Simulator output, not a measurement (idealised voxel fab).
process module | voxel tone inversion
cross-section cut | 295 nm wide | cells 5 nm
A cross-section is a grid of square cells, given in bands from the top down. A band is one or more rows of cells.
Each band's line starts with the height of the band's top and of its bottom, in nm. Then come its materials from left to right, each with its width in nm. One material with "throughout" fills the band from edge to edge. "air" is empty space.
Height 0 is the level under which the wafer as received is all one material. The lowest band goes on downwards, as in "0 down".
A width such as "30 to 40" changes by the same amount from each row of cells to the next, from the band's top row to its bottom row.
"no change" after a step means that no cell of the cross-section changed.
closed voids: empty space of 8 cells or more with no open way to the top, each as width x height at its distance from the left edge, in nm
after a step's settings: what the simulator itself notes on the step
overlay nm, on a step with a mask: how far to the right of its planned place the mask lay; to the left if negative
plan
1 op RECEIVE | material Si
2 op CONFORMAL_DEP | material SiN | thk nm 5
3 op DIRECTIONAL_DEP | material polySi | thk nm 20
4 op PATTERN | tone cover | mask id POSTS | material resist | width nm 25 | pitch nm 55 | thk nm 25 | overlay nm 0
5 op DIRECTIONAL_ETCH | etch materials polySi | depth nm 20
6 op STRIP | etch materials resist
7 op FILL_DEP | material lowk | thk nm 5
8 op CMP | height nm 25
9 op STRIP | etch materials polySi
10 op CONFORMAL_DEP | material TiN | thk nm 5
11 op FILL_DEP | material Cu | thk nm 10
12 op CMP | height nm 15
13 op CONFORMAL_DEP | material SiCN | thk nm 5
varied across the wafers: height nm of step 12. The plan shows the first wafer's value. All wafers start alike
first wafer as received, after step 1
  0 down: Si throughout
  closed voids: none
each wafer at the end: cells of each material gained (+) or lost (-) since it was received, then its closed voids
height nm 15 | +9 Cu | +59 SiCN | +59 SiN | +21 TiN | +88 lowk | closed voids: none
height nm 20 | +18 Cu | +59 SiCN | +59 SiN | +27 TiN | +132 lowk | closed voids: none
height nm 25 | +27 Cu | +59 SiCN | +59 SiN | +33 TiN | +176 lowk | closed voids: none
height nm 30 | +36 Cu | +59 SiCN | +59 SiN | +83 TiN | +176 lowk | closed voids: none
height nm 35 | +95 Cu | +59 SiCN | +59 SiN | +83 TiN | +176 lowk | closed voids: none
height nm 40 | +154 Cu | +59 SiCN | +59 SiN | +83 TiN | +176 lowk | closed voids: none
